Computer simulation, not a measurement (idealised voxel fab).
process module | voxel released beams
Cross-sectional view cut (width: 285 nm; square cell size: 5 nm).
If you're reading a cross-section in this doc, picture square cells in a grid; it comes to you as bands, top ones listed first down to the bottom, and a band can be one or more rows of cells. Heads up on the band format: heights come first, top then bottom, in nm. After that it's the materials left to right, each with its width in nm. A single material flagged "full width" fills the whole band edge to edge, and "air" means there's empty space there. Basically, 0 is our baseline, since under it the wafer straight out of the box is all one material. The bottom band has no lower end and keeps on going down, so it looks like "from 0 down". The two numbers in a width such as "30 to 40" mark its ends across the band: the first belongs to the top row of cells, the second to the bottom row, and from each row to the next the width moves by the same amount. The cross-section has no changed cell in any step marked "no alterations made". Under "Enclosed cavities" you'll find the enclosed gaps, the ones with no way out to the top, that are 8 cells or bigger; each reads width x height at distance, with distance counted from the left edge, everything in nm. Past the settings on a step's line: simulator remark, on that step. overlay nm: for a step with a mask, the amount by which the mask lay right of where it was planned; a negative amount means left of it. Guide to the pairs. Each holds a before and an after cross-section around one process step; the after cross-section is cut off at the lowest band that changed. Look under the pair for the step between them and its settings. Pairs can come from different runs of this module on the same starting wafer, so a pair follows on from the one above it only where its entry headed "Prior to processing" says it does.
PRIOR TO PROCESSING
> from 0 down: Si full width
> Enclosed cavities: none
POST-PROCESS VIEW
> from 10 to 0: SiN full width
> Everything under 0 stays put, no change at all.
> Enclosed cavities: none
The process step bridging the two cross-sections above: CONFORMAL_DEP | material SiN | thk nm 10
Prior to processing: after-state, pair directly above.
POST-PROCESS VIEW
> from 20 to 10: SiO2 full width
> Everything under 10 stays put, no change at all.
> Enclosed cavities: none
The process step bridging the two cross-sections above: DIRECTIONAL_DEP | material SiO2 | thk nm 10
Prior to processing: after-state, pair directly above.
POST-PROCESS VIEW
> from 20 to 10: SiO2=100; air=25; SiO2=160
> Everything under 10 stays put, no change at all.
> Enclosed cavities: none
The process step bridging the two cross-sections above: MASKED_ETCH | tone open | mask id ANCHOR | width nm 25 | etch materials SiO2 | depth nm 10 | overlay nm 0
Prior to processing: after-state, pair directly above.
POST-PROCESS VIEW
> from 30 to 20: polySi=110; air=5; polySi=170
> from 20 to 10: SiO2=100; polySi=25; SiO2=160
> Everything under 10 stays put, no change at all.
> Enclosed cavities: none
The process step bridging the two cross-sections above: CONFORMAL_DEP | material polySi | thk nm 10
Prior to processing: after-state, pair directly above.
POST-PROCESS VIEW
> from 45 to 35: aC=110; air=5; aC=170
> from 35 to 30: aC full width
> from 30 to 20: polySi=110; aC=5; polySi=170
> Everything under 20 stays put, no change at all.
> Enclosed cavities: none
The process step bridging the two cross-sections above: DIRECTIONAL_DEP | material aC | thk nm 15
Prior to processing: after-state, pair directly above.
POST-PROCESS VIEW
> from 75 to 45: air=95; resist=90; air=100
> from 45 to 35: aC=110; resist=5; aC=170
> Everything under 35 stays put, no change at all.
> Enclosed cavities: none
The process step bridging the two cross-sections above: PATTERN | tone cover | mask id BEAM | material resist | width nm 90 | thk nm 30 | overlay nm 0
Prior to processing: after-state, pair directly above.
POST-PROCESS VIEW
> from 60 to 45: air=95; resist=90; air=100
> from 45 to 35: air=95; aC=15; resist=5; aC=70; air=100
> from 35 to 30: air=95; aC=90; air=100
> Everything under 30 stays put, no change at all.
> Enclosed cavities: none
The process step bridging the two cross-sections above: DIRECTIONAL_ETCH | etch materials aC | depth nm 15
Prior to processing: after-state, pair directly above.
POST-PROCESS VIEW
> from 45 to 35: air=95; aC=15; air=5; aC=70; air=100
> Everything under 35 stays put, no change at all.
> Enclosed cavities: none
The process step bridging the two cross-sections above: STRIP | etch materials resist
Prior to processing: after-state, pair directly above.
POST-PROCESS VIEW
> from 45 to 35: air=95; aC=15; air=5; aC=70; air=100
> from 35 to 30: air=95; aC=90; air=100
> from 30 to 20: air=95; polySi=15; aC=5; polySi=70; air=100
> Everything under 20 stays put, no change at all.
> Enclosed cavities: none
The process step bridging the two cross-sections above: DIRECTIONAL_ETCH | etch materials polySi | depth nm 10
Prior to processing: after-state, pair directly above.
POST-PROCESS VIEW
> from 30 to 20: air=95; polySi=15; air=5; polySi=70; air=100
> Everything under 20 stays put, no change at all.
> Enclosed cavities: none
The process step bridging the two cross-sections above: STRIP | etch materials aC
Prior to processing: after-state, pair directly above.
POST-PROCESS VIEW
> from 30 to 20: air=95; polySi=15; air=5; polySi=70; air=100
> from 20 to 10: air=100; polySi=25; air=160
> Everything under 10 stays put, no change at all.
> Enclosed cavities: none
The process step bridging the two cross-sections above: STRIP | etch materials SiO2
PRIOR TO PROCESSING
> from 0 down: Si full width
> Enclosed cavities: none
POST-PROCESS VIEW
> from 10 to 0: SiO2 full width
> Everything under 0 stays put, no change at all.
> Enclosed cavities: none
The process step bridging the two cross-sections above: DIRECTIONAL_DEP | material SiO2 | thk nm 10
Prior to processing: after-state, pair directly above.
POST-PROCESS VIEW
> from 10 to 0: SiO2=100; air=25; SiO2=160
> Everything under 0 stays put, no change at all.
> Enclosed cavities: none
The process step bridging the two cross-sections above: MASKED_ETCH | tone open | mask id ANCHOR | width nm 25 | etch materials SiO2 | depth nm 10 | overlay nm 0
Prior to processing: after-state, pair directly above.
POST-PROCESS VIEW
> from 20 to 10: polySi=110; air=5; polySi=170
> from 10 to 0: SiO2=100; polySi=25; SiO2=160
> Everything under 0 stays put, no change at all.
> Enclosed cavities: none
The process step bridging the two cross-sections above: CONFORMAL_DEP | material polySi | thk nm 10
Prior to processing: after-state, pair directly above.
POST-PROCESS VIEW
> from 35 to 25: aC=110; air=5; aC=170
> from 25 to 20: aC full width
> from 20 to 10: polySi=110; aC=5; polySi=170
> Everything under 10 stays put, no change at all.
> Enclosed cavities: none
The process step bridging the two cross-sections above: DIRECTIONAL_DEP | material aC | thk nm 15
Prior to processing: after-state, pair directly above.
POST-PROCESS VIEW
> from 65 to 35: air=95; resist=90; air=100
> from 35 to 25: aC=110; resist=5; aC=170
> Everything under 25 stays put, no change at all.
> Enclosed cavities: none
The process step bridging the two cross-sections above: PATTERN | tone cover | mask id BEAM | material resist | width nm 90 | thk nm 30 | overlay nm 0
Prior to processing: after-state, pair directly above.
POST-PROCESS VIEW
> from 50 to 35: air=95; resist=90; air=100
> from 35 to 25: air=95; aC=15; resist=5; aC=70; air=100
> from 25 to 20: air=95; aC=90; air=100
> Everything under 20 stays put, no change at all.
> Enclosed cavities: none
The process step bridging the two cross-sections above: DIRECTIONAL_ETCH | etch materials aC | depth nm 15
Prior to processing: after-state, pair directly above.
POST-PROCESS VIEW
> from 35 to 25: air=95; aC=15; air=5; aC=70; air=100
> Everything under 25 stays put, no change at all.
> Enclosed cavities: none
The process step bridging the two cross-sections above: STRIP | etch materials resist
Prior to processing: after-state, pair directly above.
POST-PROCESS VIEW
> from 35 to 25: air=95; aC=15; air=5; aC=70; air=100
> from 25 to 20: air=95; aC=90; air=100
> from 20 to 10: air=95; polySi=15; aC=5; polySi=70; air=100
> Everything under 10 stays put, no change at all.
> Enclosed cavities: none
The process step bridging the two cross-sections above: DIRECTIONAL_ETCH | etch materials polySi | depth nm 10
Prior to processing: after-state, pair directly above.
POST-PROCESS VIEW
> from 20 to 10: air=95; polySi=15; air=5; polySi=70; air=100
> Everything under 10 stays put, no change at all.
> Enclosed cavities: none
The process step bridging the two cross-sections above: STRIP | etch materials aC
Prior to processing: after-state, pair directly above.
POST-PROCESS VIEW
> from 20 to 10: air=95; polySi=15; air=5; polySi=70; air=100
> from 10 to 0: air=100; polySi=25; air=160
> Everything under 0 stays put, no change at all.
> Enclosed cavities: none
The process step bridging the two cross-sections above: STRIP | etch materials SiO2
PRIOR TO PROCESSING
> from 60 to 45: air=95; resist=90; air=100
> from 45 to 35: air=95; aC=15; resist=5; aC=70; air=100
> from 35 to 30: air=95; aC=90; air=100
> from 30 to 20: polySi=110; aC=5; polySi=170
> from 20 to 10: SiO2=100; polySi=25; SiO2=160
> from 10 to 0: SiN full width
> from 0 down: Si full width
> Enclosed cavities: none
POST-PROCESS VIEW
> from 45 to 35: air=95; aC=15; resist=5; aC=70; air=100
> Everything under 35 stays put, no change at all.
> Enclosed cavities: none
The process step bridging the two cross-sections above: DIRECTIONAL_ETCH | etch materials aC | depth nm 15
Prior to processing: after-state, pair directly above.
POST-PROCESS VIEW
> from 45 to 35: air=95; aC=15; air=5; aC=70; air=100
> Everything under 35 stays put, no change at all.
> Enclosed cavities: none
The process step bridging the two cross-sections above: STRIP | etch materials resist
PRIOR TO PROCESSING
> from 10 to 0: SiO2 full width
> from 0 down: Si full width
> Enclosed cavities: none
POST-PROCESS VIEW
> from 20 to 10: SiN full width
> Everything under 10 stays put, no change at all.
> Enclosed cavities: none
The process step bridging the two cross-sections above: CONFORMAL_DEP | material SiN | thk nm 10
Prior to processing: after-state, pair directly above.
POST-PROCESS VIEW
> from 30 to 20: polySi full width
> Everything under 20 stays put, no change at all.
> Enclosed cavities: none
The process step bridging the two cross-sections above: CONFORMAL_DEP | material polySi | thk nm 10
Prior to processing: after-state, pair directly above.
POST-PROCESS VIEW
> from 45 to 30: aC full width
> Everything under 30 stays put, no change at all.
> Enclosed cavities: none
The process step bridging the two cross-sections above: DIRECTIONAL_DEP | material aC | thk nm 15
Prior to processing: after-state, pair directly above.
POST-PROCESS VIEW
> from 75 to 45: air=95; resist=90; air=100
> Everything under 45 stays put, no change at all.
> Enclosed cavities: none
The process step bridging the two cross-sections above: PATTERN | tone cover | mask id BEAM | material resist | width nm 90 | thk nm 30 | overlay nm 0
Prior to processing: after-state, pair directly above.
POST-PROCESS VIEW
> from 60 to 45: air=95; resist=90; air=100
> from 45 to 30: air=95; aC=90; air=100
> Everything under 30 stays put, no change at all.
> Enclosed cavities: none
The process step bridging the two cross-sections above: DIRECTIONAL_ETCH | etch materials aC | depth nm 15
Prior to processing: after-state, pair directly above.
POST-PROCESS VIEW
> from 45 to 30: air=95; aC=90; air=100
> Everything under 30 stays put, no change at all.
> Enclosed cavities: none
The process step bridging the two cross-sections above: STRIP | etch materials resist
Prior to processing: after-state, pair directly above.
POST-PROCESS VIEW
> from 45 to 30: air=95; aC=90; air=100
> from 30 to 20: air=95; polySi=90; air=100
> Everything under 20 stays put, no change at all.
> Enclosed cavities: none
The process step bridging the two cross-sections above: DIRECTIONAL_ETCH | etch materials polySi | depth nm 10
Prior to processing: after-state, pair directly above.
POST-PROCESS VIEW
> from 30 to 20: air=95; polySi=90; air=100
> Everything under 20 stays put, no change at all.
> Enclosed cavities: none
The process step bridging the two cross-sections above: STRIP | etch materials aC
PRIOR TO PROCESSING
> from 10 to 0: SiN full width
> from 0 down: Si full width
> Enclosed cavities: none
POST-PROCESS VIEW
> from 15 to 10: SiO2 full width
> Everything under 10 stays put, no change at all.
> Enclosed cavities: none
The process step bridging the two cross-sections above: DIRECTIONAL_DEP | material SiO2 | thk nm 5
Prior to processing: after-state, pair directly above.
POST-PROCESS VIEW
> from 15 to 10: SiO2=100; air=25; SiO2=160
> Everything under 10 stays put, no change at all.
> Enclosed cavities: none
The process step bridging the two cross-sections above: MASKED_ETCH | tone open | mask id ANCHOR | width nm 25 | etch materials SiO2 | depth nm 10 | overlay nm 0
Prior to processing: after-state, pair directly above.
POST-PROCESS VIEW
> from 25 to 20: polySi=110; air=5; polySi=170
> from 20 to 15: polySi full width
> from 15 to 10: SiO2=100; polySi=25; SiO2=160
> Everything under 10 stays put, no change at all.
> Enclosed cavities: none
The process step bridging the two cross-sections above: CONFORMAL_DEP | material polySi | thk nm 10
Prior to processing: after-state, pair directly above.
POST-PROCESS VIEW
> from 40 to 35: aC=110; air=5; aC=170
> from 35 to 25: aC full width
> from 25 to 20: polySi=110; aC=5; polySi=170
> Everything under 20 stays put, no change at all.
> Enclosed cavities: none
The process step bridging the two cross-sections above: DIRECTIONAL_DEP | material aC | thk nm 15
Prior to processing: after-state, pair directly above.
POST-PROCESS VIEW
> from 70 to 40: air=95; resist=90; air=100
> from 40 to 35: aC=110; resist=5; aC=170
> Everything under 35 stays put, no change at all.
> Enclosed cavities: none
The process step bridging the two cross-sections above: PATTERN | tone cover | mask id BEAM | material resist | width nm 90 | thk nm 30 | overlay nm 0
Prior to processing: after-state, pair directly above.
POST-PROCESS VIEW
> from 55 to 40: air=95; resist=90; air=100
> from 40 to 35: air=95; aC=15; resist=5; aC=70; air=100
> from 35 to 25: air=95; aC=90; air=100
> Everything under 25 stays put, no change at all.
> Enclosed cavities: none
The process step bridging the two cross-sections above: DIRECTIONAL_ETCH | etch materials aC | depth nm 15
Prior to processing: after-state, pair directly above.
POST-PROCESS VIEW
> from 40 to 35: air=95; aC=15; air=5; aC=70; air=100
> Everything under 35 stays put, no change at all.
> Enclosed cavities: none
The process step bridging the two cross-sections above: STRIP | etch materials resist
Prior to processing: after-state, pair directly above.
POST-PROCESS VIEW
> from 40 to 35: air=95; aC=15; air=5; aC=70; air=100
> from 35 to 25: air=95; aC=90; air=100
> from 25 to 20: air=95; polySi=15; aC=5; polySi=70; air=100
> from 20 to 15: air=95; polySi=90; air=100
> Everything under 15 stays put, no change at all.
> Enclosed cavities: none
The process step bridging the two cross-sections above: DIRECTIONAL_ETCH | etch materials polySi | depth nm 10
Prior to processing: after-state, pair directly above.
POST-PROCESS VIEW
> from 25 to 20: air=95; polySi=15; air=5; polySi=70; air=100
> Everything under 20 stays put, no change at all.
> Enclosed cavities: none
The process step bridging the two cross-sections above: STRIP | etch materials aC
Prior to processing: after-state, pair directly above.
POST-PROCESS VIEW
> from 25 to 20: air=95; polySi=15; air=5; polySi=70; air=100
> from 20 to 10: air=95 to 100; polySi=90 to 25; air=100 to 160
> Everything under 10 stays put, no change at all.
> Enclosed cavities: none
The process step bridging the two cross-sections above: STRIP | etch materials SiO2
PRIOR TO PROCESSING
> from 20 to 10: SiO2 full width
> from 10 to 0: SiN full width
> from 0 down: Si full width
> Enclosed cavities: none
POST-PROCESS VIEW
> from 20 to 10: SiO2=105; air=15; SiO2=165
> Everything under 10 stays put, no change at all.
> Enclosed cavities: none
The process step bridging the two cross-sections above: MASKED_ETCH | tone open | mask id ANCHOR | width nm 15 | etch materials SiO2 | depth nm 10 | overlay nm 0
Prior to processing: after-state, pair directly above.
POST-PROCESS VIEW
> from 30 to 20: polySi full width
> from 20 to 10: SiO2=105; polySi=15; SiO2=165
> Everything under 10 stays put, no change at all.
> Enclosed cavities: none
The process step bridging the two cross-sections above: CONFORMAL_DEP | material polySi | thk nm 10
Prior to processing: after-state, pair directly above.
POST-PROCESS VIEW
> from 45 to 30: aC full width
> Everything under 30 stays put, no change at all.
> Enclosed cavities: none
The process step bridging the two cross-sections above: DIRECTIONAL_DEP | material aC | thk nm 15
Prior to processing: after-state, pair directly above.
POST-PROCESS VIEW
> from 75 to 45: air=95; resist=90; air=100
> Everything under 45 stays put, no change at all.
> Enclosed cavities: none
The process step bridging the two cross-sections above: PATTERN | tone cover | mask id BEAM | material resist | width nm 90 | thk nm 30 | overlay nm 0
Prior to processing: after-state, pair directly above.
POST-PROCESS VIEW
> from 60 to 45: air=95; resist=90; air=100
> from 45 to 30: air=95; aC=90; air=100
> Everything under 30 stays put, no change at all.
> Enclosed cavities: none
The process step bridging the two cross-sections above: DIRECTIONAL_ETCH | etch materials aC | depth nm 15
Prior to processing: after-state, pair directly above.
POST-PROCESS VIEW
> from 45 to 30: air=95; aC=90; air=100
> Everything under 30 stays put, no change at all.
> Enclosed cavities: none
The process step bridging the two cross-sections above: STRIP | etch materials resist
Prior to processing: after-state, pair directly above.
POST-PROCESS VIEW
> from 45 to 30: air=95; aC=90; air=100
> from 30 to 20: air=95; polySi=90; air=100
> Everything under 20 stays put, no change at all.
> Enclosed cavities: none
The process step bridging the two cross-sections above: DIRECTIONAL_ETCH | etch materials polySi | depth nm 10
Prior to processing: after-state, pair directly above.
POST-PROCESS VIEW
> from 30 to 20: air=95; polySi=90; air=100
> Everything under 20 stays put, no change at all.
> Enclosed cavities: none
The process step bridging the two cross-sections above: STRIP | etch materials aC
Prior to processing: after-state, pair directly above.
POST-PROCESS VIEW
> from 30 to 20: air=95; polySi=90; air=100
> from 20 to 10: air=105; polySi=15; air=165
> Everything under 10 stays put, no change at all.
> Enclosed cavities: none
The process step bridging the two cross-sections above: STRIP | etch materials SiO2
PRIOR TO PROCESSING
> from 20 to 10: SiO2 full width
> from 10 to 0: SiN full width
> from 0 down: Si full width
> Enclosed cavities: none
POST-PROCESS VIEW
> from 20 to 10: SiO2=110; air=25; SiO2=150
> Everything under 10 stays put, no change at all.
> Enclosed cavities: none
The process step bridging the two cross-sections above: MASKED_ETCH | tone open | mask id ANCHOR | width nm 25 | etch materials SiO2 | depth nm 10 | overlay nm 10
Prior to processing: after-state, pair directly above.
POST-PROCESS VIEW
> from 30 to 20: polySi=120; air=5; polySi=160
> from 20 to 10: SiO2=110; polySi=25; SiO2=150
> Everything under 10 stays put, no change at all.
> Enclosed cavities: none
The process step bridging the two cross-sections above: CONFORMAL_DEP | material polySi | thk nm 10
Prior to processing: after-state, pair directly above.
POST-PROCESS VIEW
> from 45 to 35: aC=120; air=5; aC=160
> from 35 to 30: aC full width
> from 30 to 20: polySi=120; aC=5; polySi=160
> Everything under 20 stays put, no change at all.
> Enclosed cavities: none
The process step bridging the two cross-sections above: DIRECTIONAL_DEP | material aC | thk nm 15
Prior to processing: after-state, pair directly above.
POST-PROCESS VIEW
> from 75 to 45: air=95; resist=90; air=100
> from 45 to 35: aC=120; resist=5; aC=160
> Everything under 35 stays put, no change at all.
> Enclosed cavities: none
The process step bridging the two cross-sections above: PATTERN | tone cover | mask id BEAM | material resist | width nm 90 | thk nm 30 | overlay nm 0
Prior to processing: after-state, pair directly above.
POST-PROCESS VIEW
> from 60 to 45: air=95; resist=90; air=100
> from 45 to 35: air=95; aC=25; resist=5; aC=60; air=100
> from 35 to 30: air=95; aC=90; air=100
> Everything under 30 stays put, no change at all.
> Enclosed cavities: none
The process step bridging the two cross-sections above: DIRECTIONAL_ETCH | etch materials aC | depth nm 15
Prior to processing: after-state, pair directly above.
POST-PROCESS VIEW
> from 45 to 35: air=95; aC=25; air=5; aC=60; air=100
> Everything under 35 stays put, no change at all.
> Enclosed cavities: none
The process step bridging the two cross-sections above: STRIP | etch materials resist
Prior to processing: after-state, pair directly above.
POST-PROCESS VIEW
> from 45 to 35: air=95; aC=25; air=5; aC=60; air=100
> from 35 to 30: air=95; aC=90; air=100
> from 30 to 20: air=95; polySi=25; aC=5; polySi=60; air=100
> Everything under 20 stays put, no change at all.
> Enclosed cavities: none
The process step bridging the two cross-sections above: DIRECTIONAL_ETCH | etch materials polySi | depth nm 10
Prior to processing: after-state, pair directly above.
POST-PROCESS VIEW
> from 30 to 20: air=95; polySi=25; air=5; polySi=60; air=100
> Everything under 20 stays put, no change at all.
> Enclosed cavities: none
The process step bridging the two cross-sections above: STRIP | etch materials aC
Prior to processing: after-state, pair directly above.
POST-PROCESS VIEW
> from 30 to 20: air=95; polySi=25; air=5; polySi=60; air=100
> from 20 to 10: air=110; polySi=25; air=150
> Everything under 10 stays put, no change at all.
> Enclosed cavities: none
The process step bridging the two cross-sections above: STRIP | etch materials SiO2
PRIOR TO PROCESSING
> from 0 down: Si full width
> Enclosed cavities: none
POST-PROCESS VIEW
> from 10 to 0: polySi full width
> Everything under 0 stays put, no change at all.
> Enclosed cavities: none
The process step bridging the two cross-sections above: CONFORMAL_DEP | material polySi | thk nm 10
Prior to processing: after-state, pair directly above.
POST-PROCESS VIEW
> from 20 to 10: SiO2 full width
> Everything under 10 stays put, no change at all.
> Enclosed cavities: none
The process step bridging the two cross-sections above: DIRECTIONAL_DEP | material SiO2 | thk nm 10
Prior to processing: after-state, pair directly above.
POST-PROCESS VIEW
> from 20 to 10: SiO2=100; air=25; SiO2=160
> Everything under 10 stays put, no change at all.
> Enclosed cavities: none
The process step bridging the two cross-sections above: MASKED_ETCH | tone open | mask id ANCHOR | width nm 25 | etch materials SiO2 | depth nm 10 | overlay nm 0
Prior to processing: after-state, pair directly above.
POST-PROCESS VIEW
> from 30 to 20: polySi=110; air=5; polySi=170
> from 20 to 10: SiO2=100; polySi=25; SiO2=160
> Everything under 10 stays put, no change at all.
> Enclosed cavities: none
The process step bridging the two cross-sections above: CONFORMAL_DEP | material polySi | thk nm 10
Prior to processing: after-state, pair directly above.
POST-PROCESS VIEW
> from 45 to 35: aC=110; air=5; aC=170
> from 35 to 30: aC full width
> from 30 to 20: polySi=110; aC=5; polySi=170
> Everything under 20 stays put, no change at all.
> Enclosed cavities: none
The process step bridging the two cross-sections above: DIRECTIONAL_DEP | material aC | thk nm 15
Prior to processing: after-state, pair directly above.
POST-PROCESS VIEW
> from 75 to 45: air=95; resist=90; air=100
> from 45 to 35: aC=110; resist=5; aC=170
> Everything under 35 stays put, no change at all.
> Enclosed cavities: none
The process step bridging the two cross-sections above: PATTERN | tone cover | mask id BEAM | material resist | width nm 90 | thk nm 30 | overlay nm 0
Prior to processing: after-state, pair directly above.
POST-PROCESS VIEW
> from 60 to 45: air=95; resist=90; air=100
> from 45 to 35: air=95; aC=15; resist=5; aC=70; air=100
> from 35 to 30: air=95; aC=90; air=100
> Everything under 30 stays put, no change at all.
> Enclosed cavities: none
The process step bridging the two cross-sections above: DIRECTIONAL_ETCH | etch materials aC | depth nm 15
Prior to processing: after-state, pair directly above.
POST-PROCESS VIEW
> from 45 to 35: air=95; aC=15; air=5; aC=70; air=100
> Everything under 35 stays put, no change at all.
> Enclosed cavities: none
The process step bridging the two cross-sections above: STRIP | etch materials resist
Prior to processing: after-state, pair directly above.
POST-PROCESS VIEW
> from 45 to 35: air=95; aC=15; air=5; aC=70; air=100
> from 35 to 30: air=95; aC=90; air=100
> from 30 to 20: air=95; polySi=15; aC=5; polySi=70; air=100
> Everything under 20 stays put, no change at all.
> Enclosed cavities: none
The process step bridging the two cross-sections above: DIRECTIONAL_ETCH | etch materials polySi | depth nm 10
Prior to processing: after-state, pair directly above.
POST-PROCESS VIEW
> from 30 to 20: air=95; polySi=15; air=5; polySi=70; air=100
> Everything under 20 stays put, no change at all.
> Enclosed cavities: none
The process step bridging the two cross-sections above: STRIP | etch materials aC
Prior to processing: after-state, pair directly above.
POST-PROCESS VIEW
> from 30 to 20: air=95; polySi=15; air=5; polySi=70; air=100
> from 20 to 10: air=100; polySi=25; air=160
> Everything under 10 stays put, no change at all.
> Enclosed cavities: none
The process step bridging the two cross-sections above: STRIP | etch materials SiO2
PRIOR TO PROCESSING
> from 20 to 10: SiO2 full width
> from 10 to 0: SiN full width
> from 0 down: Si full width
> Enclosed cavities: none
POST-PROCESS VIEW
> from 20 to 10: air=100; SiO2=25; air=160
> Everything under 10 stays put, no change at all.
> Enclosed cavities: none
The process step bridging the two cross-sections above: MASKED_ETCH | tone cover | mask id ANCHOR | width nm 25 | etch materials SiO2 | depth nm 10 | overlay nm 0
Prior to processing: after-state, pair directly above.
POST-PROCESS VIEW
> from 30 to 20: air=90; polySi=45; air=150
> from 20 to 10: polySi=100; SiO2=25; polySi=160
> Everything under 10 stays put, no change at all.
> Enclosed cavities: none
The process step bridging the two cross-sections above: CONFORMAL_DEP | material polySi | thk nm 10
Prior to processing: after-state, pair directly above.
POST-PROCESS VIEW
> from 45 to 35: air=90; aC=45; air=150
> from 35 to 30: aC full width
> from 30 to 20: aC=90; polySi=45; aC=150
> Everything under 20 stays put, no change at all.
> Enclosed cavities: none
The process step bridging the two cross-sections above: DIRECTIONAL_DEP | material aC | thk nm 15
Prior to processing: after-state, pair directly above.
POST-PROCESS VIEW
> from 75 to 45: air=95; resist=90; air=100
> from 45 to 35: air=90; aC=45; resist=50; air=100
> Everything under 35 stays put, no change at all.
> Enclosed cavities: none
The process step bridging the two cross-sections above: PATTERN | tone cover | mask id BEAM | material resist | width nm 90 | thk nm 30 | overlay nm 0
Prior to processing: after-state, pair directly above.
POST-PROCESS VIEW
> from 60 to 45: air=95; resist=90; air=100
> from 45 to 35: air=95; aC=40; resist=50; air=100
> from 35 to 30: air=95; aC=90; air=100
> from 30 to 20: air=90; polySi=45; aC=50; air=100
> Everything under 20 stays put, no change at all.
> Enclosed cavities: none
The process step bridging the two cross-sections above: DIRECTIONAL_ETCH | etch materials aC | depth nm 15
Prior to processing: after-state, pair directly above.
POST-PROCESS VIEW
> from 45 to 35: air=95; aC=40; air=150
> Everything under 35 stays put, no change at all.
> Enclosed cavities: none
The process step bridging the two cross-sections above: STRIP | etch materials resist
Prior to processing: after-state, pair directly above.
POST-PROCESS VIEW
> from 45 to 35: air=95; aC=40; air=150
> from 35 to 30: air=95; aC=90; air=100
> from 30 to 20: air=95; polySi=40; aC=50; air=100
> from 20 to 10: air=90; polySi=10; SiO2=25; polySi=60; air=100
> Everything under 10 stays put, no change at all.
> Enclosed cavities: none
The process step bridging the two cross-sections above: DIRECTIONAL_ETCH | etch materials polySi | depth nm 10
Prior to processing: after-state, pair directly above.
POST-PROCESS VIEW
> from 30 to 20: air=95; polySi=40; air=150
> Everything under 20 stays put, no change at all.
> Enclosed cavities: none
The process step bridging the two cross-sections above: STRIP | etch materials aC
